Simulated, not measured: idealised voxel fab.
process module | voxel self aligned contacts
Xsec cut, 215 nm wide, square cell size 5 nm.
A cross-section is a grid of square cells, given in bands from the top down. A band is one or more rows of cells.
Each band's line starts with the height of the band's top and of its bottom, in nm. Then come its materials from left to right, each with its width in nm. One material with "all across" fills the band from edge to edge. "blank" is empty space.
Note: height 0 marks the level under which the wafer is uniformly one material as received. Lowest band unbounded below, written "0 down".
A width such as "30->40" changes by the same amount from each row of cells to the next, from the band's top row to its bottom row.
Basically "no modification" means that step didn't change any cell in the cross-section.
In "Enclosed void inventory" the enclosed voids are listed, meaning empty spaces of 8 cells or larger without any opening to the top. The form is width x height at distance, distance from the left edge, units nm.
On each step's line, the part that comes after the settings is the simulator's own comment on the step.
overlay nm: mask offset rightward from planned place, masked step; negative means leftward offset.
[So here's the lineup of process steps we planned]
1: RECEIVE,material Si
2: OXIDIZE,depth nm 5
3: DIRECTIONAL_DEP,material polySi,thk nm 25
4: DIRECTIONAL_DEP,material SiN,thk nm 25
5: MASKED_ETCH,tone cover,mask id GATE,width nm 25,pitch nm 65,etch materials SiN,depth nm 25,overlay nm 0
6: MASKED_ETCH,tone cover,mask id GATE,width nm 25,pitch nm 65,etch materials polySi,depth nm 25,overlay nm 0
7: CONFORMAL_DEP,material SiN,thk nm 10
8: DIRECTIONAL_ETCH,etch materials SiN,depth nm 10
9: FILL_DEP,material SiO2,thk nm 15
10: CMP,height nm 55
11: MASKED_ETCH,tone open,mask id CONTACT,width nm 50,pitch nm 65,etch materials SiO2,depth nm 60,overlay nm 0
12: CONFORMAL_DEP,material TiN,thk nm 5
13: FILL_DEP,material Ru,thk nm 10
14: CMP,height nm 55
15: CONFORMAL_DEP,material SiCN,thk nm 5
[Account of the first of two wafers, which was processed as intended]
[Delivered wafer in cross-section: state after step 1]
- 0 down | Si all across
- Enclosed void inventory: none
[How the wafer stands in section after step 2]
- 0 to -5 | SiO2 all across
- Under the height -5 nothing was changed.
[How the wafer stands in section after step 3]
- 25 to 0 | polySi all across
- Under the height 0 nothing was changed.
[How the wafer stands in section after step 4]
- 50 to 25 | SiN all across
- Under the height 25 nothing was changed.
[How the wafer stands in section after step 5]
- 50 to 25 | blank 30 nm; SiN 25 nm; blank 40 nm; SiN 25 nm; blank 40 nm; SiN 25 nm; blank 30 nm
- Under the height 25 nothing was changed.
[How the wafer stands in section after step 6]
- 50 to 25 | blank 30 nm; SiN 25 nm; blank 40 nm; SiN 25 nm; blank 40 nm; SiN 25 nm; blank 30 nm
- 25 to 0 | blank 30 nm; polySi 25 nm; blank 40 nm; polySi 25 nm; blank 40 nm; polySi 25 nm; blank 30 nm
- Under the height 0 nothing was changed.
[How the wafer stands in section after step 7]
- 60 to 25 | blank 20 nm; SiN 45 nm; blank 20 nm; SiN 45 nm; blank 20 nm; SiN 45 nm; blank 20 nm
- 25 to 10 | blank 20 nm; SiN 10 nm; polySi 25 nm; SiN 10 nm; blank 20 nm; SiN 10 nm; polySi 25 nm; SiN 10 nm; blank 20 nm; SiN 10 nm; polySi 25 nm; SiN 10 nm; blank 20 nm
- 10 to 0 | SiN 30 nm; polySi 25 nm; SiN 40 nm; polySi 25 nm; SiN 40 nm; polySi 25 nm; SiN 30 nm
- Under the height 0 nothing was changed.
[How the wafer stands in section after step 8]
- 50 to 25 | blank 20 nm; SiN 45 nm; blank 20 nm; SiN 45 nm; blank 20 nm; SiN 45 nm; blank 20 nm
- 25 to 0 | blank 20 nm; SiN 10 nm; polySi 25 nm; SiN 10 nm; blank 20 nm; SiN 10 nm; polySi 25 nm; SiN 10 nm; blank 20 nm; SiN 10 nm; polySi 25 nm; SiN 10 nm; blank 20 nm
- Under the height 0 nothing was changed.
[How the wafer stands in section after step 9]
- 65 to 50 | SiO2 all across
- 50 to 25 | SiO2 20 nm; SiN 45 nm; SiO2 20 nm; SiN 45 nm; SiO2 20 nm; SiN 45 nm; SiO2 20 nm
- 25 to 0 | SiO2 20 nm; SiN 10 nm; polySi 25 nm; SiN 10 nm; SiO2 20 nm; SiN 10 nm; polySi 25 nm; SiN 10 nm; SiO2 20 nm; SiN 10 nm; polySi 25 nm; SiN 10 nm; SiO2 20 nm
- Under the height 0 nothing was changed.
[How the wafer stands in section after step 10]
- 55 to 50 | SiO2 all across
- Under the height 50 nothing was changed.
[How the wafer stands in section after step 11]
- 55 to 50 | SiO2 50 nm; blank 50 nm; SiO2 15 nm; blank 50 nm; SiO2 50 nm
- 50 to 25 | SiO2 20 nm; SiN 45 nm; blank 20 nm; SiN 45 nm; blank 20 nm; SiN 45 nm; SiO2 20 nm
- 25 to 0 | SiO2 20 nm; SiN 10 nm; polySi 25 nm; SiN 10 nm; blank 20 nm; SiN 10 nm; polySi 25 nm; SiN 10 nm; blank 20 nm; SiN 10 nm; polySi 25 nm; SiN 10 nm; SiO2 20 nm
- 0 to -5 | SiO2 65 nm; blank 20 nm; SiO2 45 nm; blank 20 nm; SiO2 65 nm
- Under the height -5 nothing was changed.
[How the wafer stands in section after step 12]
- 60 to 55 | TiN 55 nm; blank 40 nm; TiN 25 nm; blank 40 nm; TiN 55 nm
- 55 to 50 | SiO2 50 nm; TiN 20 nm; blank 10 nm; TiN 20 nm; SiO2 15 nm; TiN 20 nm; blank 10 nm; TiN 20 nm; SiO2 50 nm
- 50 to 25 | SiO2 20 nm; SiN 45 nm; TiN 5 nm; blank 10 nm; TiN 5 nm; SiN 45 nm; TiN 5 nm; blank 10 nm; TiN 5 nm; SiN 45 nm; SiO2 20 nm
- 25 to 0 | SiO2 20 nm; SiN 10 nm; polySi 25 nm; SiN 10 nm; TiN 5 nm; blank 10 nm; TiN 5 nm; SiN 10 nm; polySi 25 nm; SiN 10 nm; TiN 5 nm; blank 10 nm; TiN 5 nm; SiN 10 nm; polySi 25 nm; SiN 10 nm; SiO2 20 nm
- 0 to -5 | SiO2 65 nm; TiN 20 nm; SiO2 45 nm; TiN 20 nm; SiO2 65 nm
- Under the height -5 nothing was changed.
[How the wafer stands in section after step 13]
- 70 to 60 | Ru all across
- 60 to 55 | TiN 55 nm; Ru 40 nm; TiN 25 nm; Ru 40 nm; TiN 55 nm
- 55 to 50 | SiO2 50 nm; TiN 20 nm; Ru 10 nm; TiN 20 nm; SiO2 15 nm; TiN 20 nm; Ru 10 nm; TiN 20 nm; SiO2 50 nm
- 50 to 25 | SiO2 20 nm; SiN 45 nm; TiN 5 nm; Ru 10 nm; TiN 5 nm; SiN 45 nm; TiN 5 nm; Ru 10 nm; TiN 5 nm; SiN 45 nm; SiO2 20 nm
- 25 to 0 | SiO2 20 nm; SiN 10 nm; polySi 25 nm; SiN 10 nm; TiN 5 nm; Ru 10 nm; TiN 5 nm; SiN 10 nm; polySi 25 nm; SiN 10 nm; TiN 5 nm; Ru 10 nm; TiN 5 nm; SiN 10 nm; polySi 25 nm; SiN 10 nm; SiO2 20 nm
- Under the height 0 nothing was changed.
[How the wafer stands in section after step 14]
- 55 to 50 | SiO2 50 nm; TiN 20 nm; Ru 10 nm; TiN 20 nm; SiO2 15 nm; TiN 20 nm; Ru 10 nm; TiN 20 nm; SiO2 50 nm
- Under the height 50 nothing was changed.
[How the wafer stands in section after step 15]
- 60 to 55 | SiCN all across
- Under the height 55 nothing was changed.
[Regarding the second of the two wafers: it shared the first wafer's starting condition and process plan, yet one error occurred during its execution. Its history coincides with that of the first wafer up to and including step 4]
[Second wafer, cross-section, planned end of step 5]
- 50 to 25 | blank 30 nm; SiN 30 nm; blank 35 nm; SiN 30 nm; blank 35 nm; SiN 30 nm; blank 25 nm
- Under the height 25 nothing was changed.
[Second wafer, cross-section, planned end of step 6]
- 50 to 25 | blank 30 nm; SiN 30 nm; blank 35 nm; SiN 30 nm; blank 35 nm; SiN 30 nm; blank 25 nm
- 25 to 0 | blank 30 nm; polySi 30 nm; blank 35 nm; polySi 30 nm; blank 35 nm; polySi 30 nm; blank 25 nm
- Under the height 0 nothing was changed.
[Second wafer, cross-section, planned end of step 7]
- 60 to 25 | blank 20 nm; SiN 50 nm; blank 15 nm; SiN 50 nm; blank 15 nm; SiN 50 nm; blank 15 nm
- 25 to 10 | blank 20 nm; SiN 10 nm; polySi 30 nm; SiN 10 nm; blank 15 nm; SiN 10 nm; polySi 30 nm; SiN 10 nm; blank 15 nm; SiN 10 nm; polySi 30 nm; SiN 10 nm; blank 15 nm
- 10 to 0 | SiN 30 nm; polySi 30 nm; SiN 35 nm; polySi 30 nm; SiN 35 nm; polySi 30 nm; SiN 25 nm
- Under the height 0 nothing was changed.
[Second wafer, cross-section, planned end of step 8]
- 50 to 25 | blank 20 nm; SiN 50 nm; blank 15 nm; SiN 50 nm; blank 15 nm; SiN 50 nm; blank 15 nm
- 25 to 0 | blank 20 nm; SiN 10 nm; polySi 30 nm; SiN 10 nm; blank 15 nm; SiN 10 nm; polySi 30 nm; SiN 10 nm; blank 15 nm; SiN 10 nm; polySi 30 nm; SiN 10 nm; blank 15 nm
- Under the height 0 nothing was changed.
[Second wafer, cross-section, planned end of step 9]
- 65 to 50 | SiO2 all across
- 50 to 25 | SiO2 20 nm; SiN 50 nm; SiO2 15 nm; SiN 50 nm; SiO2 15 nm; SiN 50 nm; SiO2 15 nm
- 25 to 0 | SiO2 20 nm; SiN 10 nm; polySi 30 nm; SiN 10 nm; SiO2 15 nm; SiN 10 nm; polySi 30 nm; SiN 10 nm; SiO2 15 nm; SiN 10 nm; polySi 30 nm; SiN 10 nm; SiO2 15 nm
- Under the height 0 nothing was changed.
[Second wafer, cross-section, planned end of step 10]
- 55 to 50 | SiO2 all across
- Under the height 50 nothing was changed.
[Second wafer, cross-section, planned end of step 11]
- 55 to 50 | SiO2 50 nm; blank 50 nm; SiO2 15 nm; blank 50 nm; SiO2 50 nm
- 50 to 25 | SiO2 20 nm; SiN 50 nm; blank 15 nm; SiN 50 nm; blank 15 nm; SiN 50 nm; SiO2 15 nm
- 25 to 0 | SiO2 20 nm; SiN 10 nm; polySi 30 nm; SiN 10 nm; blank 15 nm; SiN 10 nm; polySi 30 nm; SiN 10 nm; blank 15 nm; SiN 10 nm; polySi 30 nm; SiN 10 nm; SiO2 15 nm
- 0 to -5 | SiO2 70 nm; blank 15 nm; SiO2 50 nm; blank 15 nm; SiO2 65 nm
- Under the height -5 nothing was changed.
[Second wafer, cross-section, planned end of step 12]
- 60 to 55 | TiN 55 nm; blank 40 nm; TiN 25 nm; blank 40 nm; TiN 55 nm
- 55 to 50 | SiO2 50 nm; TiN 25 nm; blank 5 nm; TiN 20 nm; SiO2 15 nm; TiN 25 nm; blank 5 nm; TiN 20 nm; SiO2 50 nm
- 50 to 25 | SiO2 20 nm; SiN 50 nm; TiN 5 nm; blank 5 nm; TiN 5 nm; SiN 50 nm; TiN 5 nm; blank 5 nm; TiN 5 nm; SiN 50 nm; SiO2 15 nm
- 25 to 0 | SiO2 20 nm; SiN 10 nm; polySi 30 nm; SiN 10 nm; TiN 5 nm; blank 5 nm; TiN 5 nm; SiN 10 nm; polySi 30 nm; SiN 10 nm; TiN 5 nm; blank 5 nm; TiN 5 nm; SiN 10 nm; polySi 30 nm; SiN 10 nm; SiO2 15 nm
- 0 to -5 | SiO2 70 nm; TiN 15 nm; SiO2 50 nm; TiN 15 nm; SiO2 65 nm
- Under the height -5 nothing was changed.
[Second wafer, cross-section, planned end of step 13]
- 70 to 60 | Ru all across
- 60 to 55 | TiN 55 nm; Ru 40 nm; TiN 25 nm; Ru 40 nm; TiN 55 nm
- 55 to 50 | SiO2 50 nm; TiN 25 nm; Ru 5 nm; TiN 20 nm; SiO2 15 nm; TiN 25 nm; Ru 5 nm; TiN 20 nm; SiO2 50 nm
- 50 to 25 | SiO2 20 nm; SiN 50 nm; TiN 5 nm; Ru 5 nm; TiN 5 nm; SiN 50 nm; TiN 5 nm; Ru 5 nm; TiN 5 nm; SiN 50 nm; SiO2 15 nm
- 25 to 0 | SiO2 20 nm; SiN 10 nm; polySi 30 nm; SiN 10 nm; TiN 5 nm; Ru 5 nm; TiN 5 nm; SiN 10 nm; polySi 30 nm; SiN 10 nm; TiN 5 nm; Ru 5 nm; TiN 5 nm; SiN 10 nm; polySi 30 nm; SiN 10 nm; SiO2 15 nm
- Under the height 0 nothing was changed.
[Second wafer, cross-section, planned end of step 14]
- 55 to 50 | SiO2 50 nm; TiN 25 nm; Ru 5 nm; TiN 20 nm; SiO2 15 nm; TiN 25 nm; Ru 5 nm; TiN 20 nm; SiO2 50 nm
- Under the height 50 nothing was changed.
[Second wafer, cross-section, planned end of step 15]
- 60 to 55 | SiCN all across
- Under the height 55 nothing was changed.
Misprocessing identified: not per plan at step 5, really ran MASKED_ETCH,tone cover,mask id GATE,width nm 30,pitch nm 65,etch materials SiN,depth nm 25,overlay nm 0
Final difference in cells, second wafer against first, listed per material as more or fewer: 22 fewer of Ru | 15 more of SiN | 8 fewer of SiO2 | 15 more of polySi
